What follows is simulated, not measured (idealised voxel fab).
process module | voxel released beams
cross-section cut | 155 nm wide | cells 5 nm
A cross-section is a grid of square cells, given in bands from the top down. A band is one or more rows of cells.
Each band's line starts with the height of the band's top and of its bottom, in nm. Then come its materials from left to right, each with its width in nm. One material with "throughout" fills the band from edge to edge. "air" is empty space.
Height 0 is the level under which the wafer as received is all one material. The lowest band goes on downwards, as in "0 down".
A width such as "30 to 40" changes by the same amount from each row of cells to the next, from the band's top row to its bottom row.
"no change" after a step means that no cell of the cross-section changed.
closed voids: empty space of 8 cells or more with no open way to the top, each as width x height at its distance from the left edge, in nm
after a step's settings: what the simulator itself notes on the step
overlay nm, on a step with a mask: how far to the right of its planned place the mask lay; to the left if negative
plan
1 op RECEIVE | material Si
2 op CONFORMAL_DEP | material Al2O3 | thk nm 5
3 op DIRECTIONAL_DEP | material SiO2 | thk nm 5
4 op DIRECTIONAL_DEP | material aC | thk nm 10
5 op PATTERN | tone open | mask id ANCHOR | material resist | width nm 35 | thk nm 25 | overlay nm 0
6 op DIRECTIONAL_ETCH | etch materials aC | depth nm 10
7 op STRIP | etch materials resist
8 op DIRECTIONAL_ETCH | etch materials SiO2 | depth nm 15
9 op STRIP | etch materials aC
10 op CONFORMAL_DEP | material W | thk nm 10
11 op DIRECTIONAL_DEP | material aC | thk nm 15
12 op PATTERN | tone cover | mask id BEAM | material resist | width nm 100 | thk nm 35 | overlay nm 0
13 op DIRECTIONAL_ETCH | etch materials aC | depth nm 15
14 op STRIP | etch materials resist
15 op DIRECTIONAL_ETCH | etch materials W | depth nm 10
16 op STRIP | etch materials aC
17 op STRIP | etch materials SiO2
varied across the wafers: thk nm of step 3. The plan shows the first wafer's value. All wafers start alike
first wafer as received, after step 1
  0 down: Si throughout
  closed voids: none
first wafer at the end, after step 17
  20 to 15: air 25 | W 15 | air 15 | W 70 | air 30
  15 to 5: air 25 to 30 | W 100 to 35 | air 30 to 90
  5 to 0: Al2O3 throughout
  0 down: Si throughout
  closed voids: none
last wafer at the end
  5 to 0: Al2O3 throughout
  0 down: Si throughout
  closed voids: none
each wafer at the end: cells of each material gained (+) or lost (-) since it was received, then its closed voids
thk nm 5 | +31 Al2O3 | +44 W | closed voids: none
thk nm 10 | +31 Al2O3 | +48 W | closed voids: none
thk nm 15 | +31 Al2O3 | +52 W | closed voids: none
thk nm 20 | +31 Al2O3 | closed voids: none
thk nm 25 | +31 Al2O3 | closed voids: none
thk nm 30 | +31 Al2O3 | closed voids: none
